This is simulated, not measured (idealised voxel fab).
This is a process module. Its name is voxel tone inversion.
Square cells of 5 nm make up the cross-section cut, whose width is 180 nm.
In what follows, cross-sections appear as grids of square cells, described through bands that run from the top down, where every band is one or more rows of cells. In this notation a band is specified by the heights of its top and bottom, in that order and in nm, after which its materials appear from left to right, each paired with its width in nm. The word "throughout" attached to a single material means that material fills the band from edge to edge; the word "blank" stands for empty space. The level at which height equals 0 is the one under which the wafer, as it arrives, is entirely one material. No lower edge exists for the bottom band, which continues downward and is notated as in "from 0 down". Note: "30..40" means the width goes from the first number (top row of the band) to the second number (bottom row) in equal steps per row of cells. Basically "identical to before" means that step didn't change any cell in the cross-section. Any empty space of 8 cells or more lacking an open way to the top shows up in "Unvented internal voids" as width x height at distance, distance from the left edge, in nm. That trailing text on a step's line, after the settings, is the simulator's own remark on the step. overlay nm, on a step with a mask: how far to the right of its planned place the mask lay; to the left if negative.
[Intended process steps]
- 1: RECEIVE, material Si
- 2: CONFORMAL_DEP, material SiN, thk nm 5
- 3: DIRECTIONAL_DEP, material aC, thk nm 15
- 4: PATTERN, tone cover, mask id POSTS, material resist, width nm 15, pitch nm 40, thk nm 20, overlay nm 0
- 5: DIRECTIONAL_ETCH, etch materials aC, depth nm 15
- 6: STRIP, etch materials resist
- 7: FILL_DEP, material SiO2, thk nm 5
- 8: CMP, height nm 20
- 9: STRIP, etch materials aC
[As-received state of the wafer in cross-section, equivalent to post-step 1]
    from 0 down: Si throughout
    Unvented internal voids: none
[First of two wafers: cross-section at end of module, run per plan]
    from 20 to 5: 40 nm SiO2 / 15 nm blank / 25 nm SiO2 / 15 nm blank / 25 nm SiO2 / 15 nm blank / 45 nm SiO2
    from 5 to 0: SiN throughout
    from 0 down: Si throughout
    Unvented internal voids: none
[Second wafer of the two, sectioned at the end of the module. It began like the first and followed the same plan, but one mistake was made while running it]
    from 20 to 15: SiN throughout
    from 15 to 0: aC throughout
    from 0 down: Si throughout
    Unvented internal voids: none
Finding, execution versus plan: deviation from plan: step 3 and step 2 executed in one another's positions
Upon completion, the second wafer contains, in terms of cells, a greater or smaller amount of certain materials than the first wafer: -81 SiO2 | +108 aC
